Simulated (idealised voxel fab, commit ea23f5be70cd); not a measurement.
process module | voxel self aligned contacts
cross-section cut | 185 nm wide | cells 5 nm
A cross-section is a grid of square cells, given in bands from the top down. A band is one or more rows of cells.
Each band's line starts with the height of the band's top and of its bottom, in nm. Then come its materials from left to right, each with its width in nm. One material with "throughout" fills the band from edge to edge. "air" is empty space.
Height 0 is the level under which the wafer as received is all one material. The lowest band goes on downwards, as in "0 down".
A width such as "30 to 40" changes by the same amount from each row of cells to the next, from the band's top row to its bottom row.
"no change" after a step means that no cell of the cross-section changed.
closed voids: empty space of 8 cells or more with no open way to the top, each as width x height at its distance from the left edge, in nm
after a step's settings: what the simulator itself notes on the step
overlay nm, on a step with a mask: how far to the right of its planned place the mask lay; to the left if negative
plan
1 op RECEIVE | material Si
2 op OXIDIZE | depth nm 5
3 op DIRECTIONAL_DEP | material polySi | thk nm 25
4 op DIRECTIONAL_DEP | material SiN | thk nm 20
5 op MASKED_ETCH | tone cover | mask id GATE | width nm 35 | pitch nm 80 | etch materials SiN | depth nm 20 | overlay nm 0
6 op MASKED_ETCH | tone cover | mask id GATE | width nm 35 | pitch nm 80 | etch materials polySi | depth nm 25 | overlay nm 0
7 op CONFORMAL_DEP | material SiN | thk nm 10
8 op DIRECTIONAL_ETCH | etch materials SiN | depth nm 10
9 op FILL_DEP | material SiO2 | thk nm 20
10 op CMP | height nm 55
11 op PATTERN | tone open | mask id CONTACT | material resist | width nm 55 | thk nm 15 | overlay nm 0
12 op DIRECTIONAL_ETCH | etch materials SiO2 | depth nm 60
13 op STRIP | etch materials resist
14 op CONFORMAL_DEP | material TiN | thk nm 5
15 op FILL_DEP | material Ru | thk nm 10
16 op CMP | height nm 55
17 op CONFORMAL_DEP | material SiCN | thk nm 5
first wafer, as planned
as received, after step 1
  0 down: Si throughout
  closed voids: none
after step 2
  0 to -5: SiO2 throughout
  below -5: unchanged
after step 3
  25 to 0: polySi throughout
  below 0: unchanged
after step 4
  45 to 25: SiN throughout
  below 25: unchanged
after step 5
  45 to 25: air 35 | SiN 35 | air 45 | SiN 35 | air 35
  below 25: unchanged
after step 6
  45 to 25: air 35 | SiN 35 | air 45 | SiN 35 | air 35
  25 to 0: air 35 | polySi 35 | air 45 | polySi 35 | air 35
  below 0: unchanged
after step 7
  55 to 25: air 25 | SiN 55 | air 25 | SiN 55 | air 25
  25 to 10: air 25 | SiN 10 | polySi 35 | SiN 10 | air 25 | SiN 10 | polySi 35 | SiN 10 | air 25
  10 to 0: SiN 35 | polySi 35 | SiN 45 | polySi 35 | SiN 35
  below 0: unchanged
after step 8
  45 to 25: air 25 | SiN 55 | air 25 | SiN 55 | air 25
  25 to 0: air 25 | SiN 10 | polySi 35 | SiN 10 | air 25 | SiN 10 | polySi 35 | SiN 10 | air 25
  below 0: unchanged
after step 9
  65 to 45: SiO2 throughout
  45 to 25: SiO2 25 | SiN 55 | SiO2 25 | SiN 55 | SiO2 25
  25 to 0: SiO2 25 | SiN 10 | polySi 35 | SiN 10 | SiO2 25 | SiN 10 | polySi 35 | SiN 10 | SiO2 25
  below 0: unchanged
after step 10
  55 to 45: SiO2 throughout
  below 45: unchanged
after step 11
  70 to 55: resist 65 | air 55 | resist 65
  below 55: unchanged
after step 12
  70 to 55: resist 65 | air 55 | resist 65
  55 to 45: SiO2 65 | air 55 | SiO2 65
  45 to 25: SiO2 25 | SiN 55 | air 25 | SiN 55 | SiO2 25
  25 to 0: SiO2 25 | SiN 10 | polySi 35 | SiN 10 | air 25 | SiN 10 | polySi 35 | SiN 10 | SiO2 25
  0 to -5: SiO2 80 | air 25 | SiO2 80
  below -5: unchanged
after step 13
  55 to 45: SiO2 65 | air 55 | SiO2 65
  below 45: unchanged
after step 14
  60 to 55: TiN 70 | air 45 | TiN 70
  55 to 45: SiO2 65 | TiN 5 to 20 | air 45 to 15 | TiN 5 to 20 | SiO2 65
  45 to 25: SiO2 25 | SiN 55 | TiN 5 | air 15 | TiN 5 | SiN 55 | SiO2 25
  25 to 0: SiO2 25 | SiN 10 | polySi 35 | SiN 10 | TiN 5 | air 15 | TiN 5 | SiN 10 | polySi 35 | SiN 10 | SiO2 25
  0 to -5: SiO2 80 | TiN 25 | SiO2 80
  below -5: unchanged
after step 15
  70 to 60: Ru throughout
  60 to 55: TiN 70 | Ru 45 | TiN 70
  55 to 45: SiO2 65 | TiN 5 to 20 | Ru 45 to 15 | TiN 5 to 20 | SiO2 65
  45 to 25: SiO2 25 | SiN 55 | TiN 5 | Ru 15 | TiN 5 | SiN 55 | SiO2 25
  25 to 0: SiO2 25 | SiN 10 | polySi 35 | SiN 10 | TiN 5 | Ru 15 | TiN 5 | SiN 10 | polySi 35 | SiN 10 | SiO2 25
  below 0: unchanged
after step 16
  55 to 45: SiO2 65 | TiN 5 to 20 | Ru 45 to 15 | TiN 5 to 20 | SiO2 65
  below 45: unchanged
after step 17
  60 to 55: SiCN throughout
  below 55: unchanged
second wafer: like start, like plan, one mistake. Through step 16 it matches the first wafer
when step 17 should have ended
  70 to 55: SiCN throughout
  below 55: unchanged
what went wrong: step 17 ran as: op CONFORMAL_DEP | material SiCN | thk nm 15
at the end the second wafer has, in cells: 74 more of SiCN
